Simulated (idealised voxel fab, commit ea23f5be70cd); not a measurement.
Process module in this document: voxel self aligned contacts
250 nm wide, 5 nm square cells: that's cross-section cut.
A cross-section is a grid of square cells, given in bands from the top down. A band is one or more rows of cells. Top, bottom (nm), then materials left to right with widths (nm); lone material tagged "throughout" fills the whole band edge to edge; "air" = empty space. Heights are expressed relative to 0, this being the level below which the as-received wafer comprises one material exclusively. The lowest band is unbounded in the downward direction and is denoted as in "0 and below". Quick explanation for "30->40": the width changes in equal steps down the rows of cells, from the first number in the band's top row to the second number in its bottom row. Key: "identical to before" - step with no changed cell in the cross-section. Reported under the label "Trapped voids" are the empty spaces having no open way to the top and comprising 8 cells or more; the notation for each is width x height at distance, in which the distance is measured from the left edge and all three values are in nm. Read whatever lies past the settings on a step's line as the simulator's own remark about the step. If you see "overlay nm" on a step's line and that step has a mask, it's telling you how far right of where it was planned the mask ended up; a negative number means it went left instead.

The steps planned for the process are as follows
step 1: RECEIVE: material Si
step 2: OXIDIZE: depth nm 5
step 3: DIRECTIONAL_DEP: material polySi, thk nm 25
step 4: DIRECTIONAL_DEP: material SiN, thk nm 15
step 5: PATTERN: tone cover, mask id GATE, material resist, width nm 35, pitch nm 60, thk nm 20, overlay nm 0
step 6: DIRECTIONAL_ETCH: etch materials SiN, depth nm 15
step 7: DIRECTIONAL_ETCH: etch materials polySi, depth nm 25
step 8: STRIP: etch materials resist
step 9: CONFORMAL_DEP: material SiN, thk nm 5
step 10: DIRECTIONAL_ETCH: etch materials SiN, depth nm 5
step 11: FILL_DEP: material SiO2, thk nm 20
step 12: CMP: height nm 50
step 13: DIRECTIONAL_DEP: material aC, thk nm 10
step 14: PATTERN: tone open, mask id CONTACT, material resist, width nm 45, thk nm 30, overlay nm 0
step 15: DIRECTIONAL_ETCH: etch materials aC, depth nm 10
step 16: STRIP: etch materials resist
step 17: DIRECTIONAL_ETCH: etch materials SiO2, depth nm 55
step 18: STRIP: etch materials aC
step 19: CONFORMAL_DEP: material TiN, thk nm 5
step 20: FILL_DEP: material W, thk nm 5
step 21: CMP: height nm 50
step 22: CONFORMAL_DEP: material SiN, thk nm 5

First wafer, two in total, run as planned

This is the cross-section of the wafer as we received it, i.e. after step 1
- 0 and below  Si throughout
- Trapped voids: none

Once step 2 is through, the wafer looks like this in cross-section
- 0 down to -5  SiO2 throughout
- Heights below -5 show no change.

Once step 3 is through, the wafer looks like this in cross-section
- 25 down to 0  polySi throughout
- Heights below 0 show no change.

Once step 4 is through, the wafer looks like this in cross-section
- 40 down to 25  SiN throughout
- Heights below 25 show no change.

Once step 5 is through, the wafer looks like this in cross-section
- 60 down to 40  air 75 nm / resist 35 nm / air 25 nm / resist 35 nm / air 80 nm
- Heights below 40 show no change.

Once step 6 is through, the wafer looks like this in cross-section
- 60 down to 40  air 75 nm / resist 35 nm / air 25 nm / resist 35 nm / air 80 nm
- 40 down to 25  air 75 nm / SiN 35 nm / air 25 nm / SiN 35 nm / air 80 nm
- Heights below 25 show no change.

Once step 7 is through, the wafer looks like this in cross-section
- 60 down to 40  air 75 nm / resist 35 nm / air 25 nm / resist 35 nm / air 80 nm
- 40 down to 25  air 75 nm / SiN 35 nm / air 25 nm / SiN 35 nm / air 80 nm
- 25 down to 0  air 75 nm / polySi 35 nm / air 25 nm / polySi 35 nm / air 80 nm
- Heights below 0 show no change.

Once step 8 is through, the wafer looks like this in cross-section
- 40 down to 25  air 75 nm / SiN 35 nm / air 25 nm / SiN 35 nm / air 80 nm
- Heights below 25 show no change.

Once step 9 is through, the wafer looks like this in cross-section
- 45 down to 25  air 70 nm / SiN 45 nm / air 15 nm / SiN 45 nm / air 75 nm
- 25 down to 5  air 70 nm / SiN 5 nm / polySi 35 nm / SiN 5 nm / air 15 nm / SiN 5 nm / polySi 35 nm / SiN 5 nm / air 75 nm
- 5 down to 0  SiN 75 nm / polySi 35 nm / SiN 25 nm / polySi 35 nm / SiN 80 nm
- Heights below 0 show no change.

Once step 10 is through, the wafer looks like this in cross-section
- 40 down to 25  air 70 nm / SiN 45 nm / air 15 nm / SiN 45 nm / air 75 nm
- 25 down to 0  air 70 nm / SiN 5 nm / polySi 35 nm / SiN 5 nm / air 15 nm / SiN 5 nm / polySi 35 nm / SiN 5 nm / air 75 nm
- Heights below 0 show no change.

Once step 11 is through, the wafer looks like this in cross-section
- 60 down to 40  SiO2 throughout
- 40 down to 25  SiO2 70 nm / SiN 45 nm / SiO2 15 nm / SiN 45 nm / SiO2 75 nm
- 25 down to 0  SiO2 70 nm / SiN 5 nm / polySi 35 nm / SiN 5 nm / SiO2 15 nm / SiN 5 nm / polySi 35 nm / SiN 5 nm / SiO2 75 nm
- Heights below 0 show no change.

Once step 12 is through, the wafer looks like this in cross-section
- 50 down to 40  SiO2 throughout
- Heights below 40 show no change.

Once step 13 is through, the wafer looks like this in cross-section
- 60 down to 50  aC throughout
- Heights below 50 show no change.

Once step 14 is through, the wafer looks like this in cross-section
- 90 down to 60  resist 100 nm / air 45 nm / resist 105 nm
- Heights below 60 show no change.

Once step 15 is through, the wafer looks like this in cross-section
- 80 down to 60  resist 100 nm / air 45 nm / resist 105 nm
- 60 down to 50  aC 100 nm / air 45 nm / aC 105 nm
- Heights below 50 show no change.

Once step 16 is through, the wafer looks like this in cross-section
- 60 down to 50  aC 100 nm / air 45 nm / aC 105 nm
- Heights below 50 show no change.

Once step 17 is through, the wafer looks like this in cross-section
- 60 down to 50  aC 100 nm / air 45 nm / aC 105 nm
- 50 down to 40  SiO2 100 nm / air 45 nm / SiO2 105 nm
- 40 down to 25  SiO2 70 nm / SiN 45 nm / air 15 nm / SiN 45 nm / SiO2 75 nm
- 25 down to 0  SiO2 70 nm / SiN 5 nm / polySi 35 nm / SiN 5 nm / air 15 nm / SiN 5 nm / polySi 35 nm / SiN 5 nm / SiO2 75 nm
- 0 down to -5  SiO2 115 nm / air 15 nm / SiO2 120 nm
- Heights below -5 show no change.

Once step 18 is through, the wafer looks like this in cross-section
- 50 down to 40  SiO2 100 nm / air 45 nm / SiO2 105 nm
- Heights below 40 show no change.

Once step 19 is through, the wafer looks like this in cross-section
- 55 down to 50  TiN 105 nm / air 35 nm / TiN 110 nm
- 50 down to 40  SiO2 100 nm / TiN 5->20 nm / air 35->5 nm / TiN 5->20 nm / SiO2 105 nm
- 40 down to 25  SiO2 70 nm / SiN 45 nm / TiN 5 nm / air 5 nm / TiN 5 nm / SiN 45 nm / SiO2 75 nm
- 25 down to 0  SiO2 70 nm / SiN 5 nm / polySi 35 nm / SiN 5 nm / TiN 5 nm / air 5 nm / TiN 5 nm / SiN 5 nm / polySi 35 nm / SiN 5 nm / SiO2 75 nm
- 0 down to -5  SiO2 115 nm / TiN 15 nm / SiO2 120 nm
- Heights below -5 show no change.

Once step 20 is through, the wafer looks like this in cross-section
- 60 down to 55  W throughout
- 55 down to 50  TiN 105 nm / W 35 nm / TiN 110 nm
- 50 down to 40  SiO2 100 nm / TiN 5->20 nm / W 35->5 nm / TiN 5->20 nm / SiO2 105 nm
- 40 down to 25  SiO2 70 nm / SiN 45 nm / TiN 5 nm / W 5 nm / TiN 5 nm / SiN 45 nm / SiO2 75 nm
- 25 down to 0  SiO2 70 nm / SiN 5 nm / polySi 35 nm / SiN 5 nm / TiN 5 nm / W 5 nm / TiN 5 nm / SiN 5 nm / polySi 35 nm / SiN 5 nm / SiO2 75 nm
- Heights below 0 show no change.

Once step 21 is through, the wafer looks like this in cross-section
- 50 down to 40  SiO2 100 nm / TiN 5->20 nm / W 35->5 nm / TiN 5->20 nm / SiO2 105 nm
- Heights below 40 show no change.

Once step 22 is through, the wafer looks like this in cross-section
- 55 down to 50  SiN throughout
- Heights below 50 show no change.

What follows concerns the second wafer, which started out like the first and was meant to follow the very same plan; one mistake crept in when it was run, but everything up to and including step 6 is the same as for the first wafer

At the planned end of step 7, the second wafer in cross-section
- 60 down to 40  air 75 nm / resist 35 nm / air 25 nm / resist 35 nm / air 80 nm
- 40 down to 25  air 75 nm / SiN 35 nm / air 25 nm / SiN 35 nm / air 80 nm
- 25 down to 5  air 75 nm / polySi 35 nm / air 25 nm / polySi 35 nm / air 80 nm
- Heights below 5 show no change.

At the planned end of step 8, the second wafer in cross-section
- 40 down to 25  air 75 nm / SiN 35 nm / air 25 nm / SiN 35 nm / air 80 nm
- Heights below 25 show no change.

At the planned end of step 9, the second wafer in cross-section
- 45 down to 25  air 70 nm / SiN 45 nm / air 15 nm / SiN 45 nm / air 75 nm
- 25 down to 10  air 70 nm / SiN 5 nm / polySi 35 nm / SiN 5 nm / air 15 nm / SiN 5 nm / polySi 35 nm / SiN 5 nm / air 75 nm
- 10 down to 5  SiN 75 nm / polySi 35 nm / SiN 25 nm / polySi 35 nm / SiN 80 nm
- Heights below 5 show no change.

At the planned end of step 10, the second wafer in cross-section
- 40 down to 25  air 70 nm / SiN 45 nm / air 15 nm / SiN 45 nm / air 75 nm
- 25 down to 5  air 70 nm / SiN 5 nm / polySi 35 nm / SiN 5 nm / air 15 nm / SiN 5 nm / polySi 35 nm / SiN 5 nm / air 75 nm
- Heights below 5 show no change.

At the planned end of step 11, the second wafer in cross-section
- 60 down to 40  SiO2 throughout
- 40 down to 25  SiO2 70 nm / SiN 45 nm / SiO2 15 nm / SiN 45 nm / SiO2 75 nm
- 25 down to 5  SiO2 70 nm / SiN 5 nm / polySi 35 nm / SiN 5 nm / SiO2 15 nm / SiN 5 nm / polySi 35 nm / SiN 5 nm / SiO2 75 nm
- Heights below 5 show no change.

At the planned end of step 12, the second wafer in cross-section
- 50 down to 40  SiO2 throughout
- Heights below 40 show no change.

At the planned end of step 13, the second wafer in cross-section
- 60 down to 50  aC throughout
- Heights below 50 show no change.

At the planned end of step 14, the second wafer in cross-section
- 90 down to 60  resist 100 nm / air 45 nm / resist 105 nm
- Heights below 60 show no change.

At the planned end of step 15, the second wafer in cross-section
- 80 down to 60  resist 100 nm / air 45 nm / resist 105 nm
- 60 down to 50  aC 100 nm / air 45 nm / aC 105 nm
- Heights below 50 show no change.

At the planned end of step 16, the second wafer in cross-section
- 60 down to 50  aC 100 nm / air 45 nm / aC 105 nm
- Heights below 50 show no change.

At the planned end of step 17, the second wafer in cross-section
- 60 down to 50  aC 100 nm / air 45 nm / aC 105 nm
- 50 down to 40  SiO2 100 nm / air 45 nm / SiO2 105 nm
- 40 down to 25  SiO2 70 nm / SiN 45 nm / air 15 nm / SiN 45 nm / SiO2 75 nm
- 25 down to 5  SiO2 70 nm / SiN 5 nm / polySi 35 nm / SiN 5 nm / air 15 nm / SiN 5 nm / polySi 35 nm / SiN 5 nm / SiO2 75 nm
- Heights below 5 show no change.

At the planned end of step 18, the second wafer in cross-section
- 50 down to 40  SiO2 100 nm / air 45 nm / SiO2 105 nm
- Heights below 40 show no change.

At the planned end of step 19, the second wafer in cross-section
- 55 down to 50  TiN 105 nm / air 35 nm / TiN 110 nm
- 50 down to 40  SiO2 100 nm / TiN 5->20 nm / air 35->5 nm / TiN 5->20 nm / SiO2 105 nm
- 40 down to 25  SiO2 70 nm / SiN 45 nm / TiN 5 nm / air 5 nm / TiN 5 nm / SiN 45 nm / SiO2 75 nm
- 25 down to 10  SiO2 70 nm / SiN 5 nm / polySi 35 nm / SiN 5 nm / TiN 5 nm / air 5 nm / TiN 5 nm / SiN 5 nm / polySi 35 nm / SiN 5 nm / SiO2 75 nm
- 10 down to 5  SiO2 70 nm / SiN 5 nm / polySi 35 nm / SiN 5 nm / TiN 15 nm / SiN 5 nm / polySi 35 nm / SiN 5 nm / SiO2 75 nm
- Heights below 5 show no change.

At the planned end of step 20, the second wafer in cross-section
- 60 down to 55  W throughout
- 55 down to 50  TiN 105 nm / W 35 nm / TiN 110 nm
- 50 down to 40  SiO2 100 nm / TiN 5->20 nm / W 35->5 nm / TiN 5->20 nm / SiO2 105 nm
- 40 down to 25  SiO2 70 nm / SiN 45 nm / TiN 5 nm / W 5 nm / TiN 5 nm / SiN 45 nm / SiO2 75 nm
- 25 down to 10  SiO2 70 nm / SiN 5 nm / polySi 35 nm / SiN 5 nm / TiN 5 nm / W 5 nm / TiN 5 nm / SiN 5 nm / polySi 35 nm / SiN 5 nm / SiO2 75 nm
- Heights below 10 show no change.

At the planned end of step 21, the second wafer in cross-section
- 50 down to 40  SiO2 100 nm / TiN 5->20 nm / W 35->5 nm / TiN 5->20 nm / SiO2 105 nm
- Heights below 40 show no change.

At the planned end of step 22, the second wafer in cross-section
- 55 down to 50  SiN throughout
- Heights below 50 show no change.
Nonconformance to the process plan: step 7 was run on a setting that differed from the plan, and what really ran there is DIRECTIONAL_ETCH: etch materials polySi, depth nm 20
Final wafer comparison in cells, second versus first, more or fewer per material: SiN: 4 fewer, SiO2: 26 fewer, TiN: 4 fewer, W: 2 fewer, polySi: 36 more
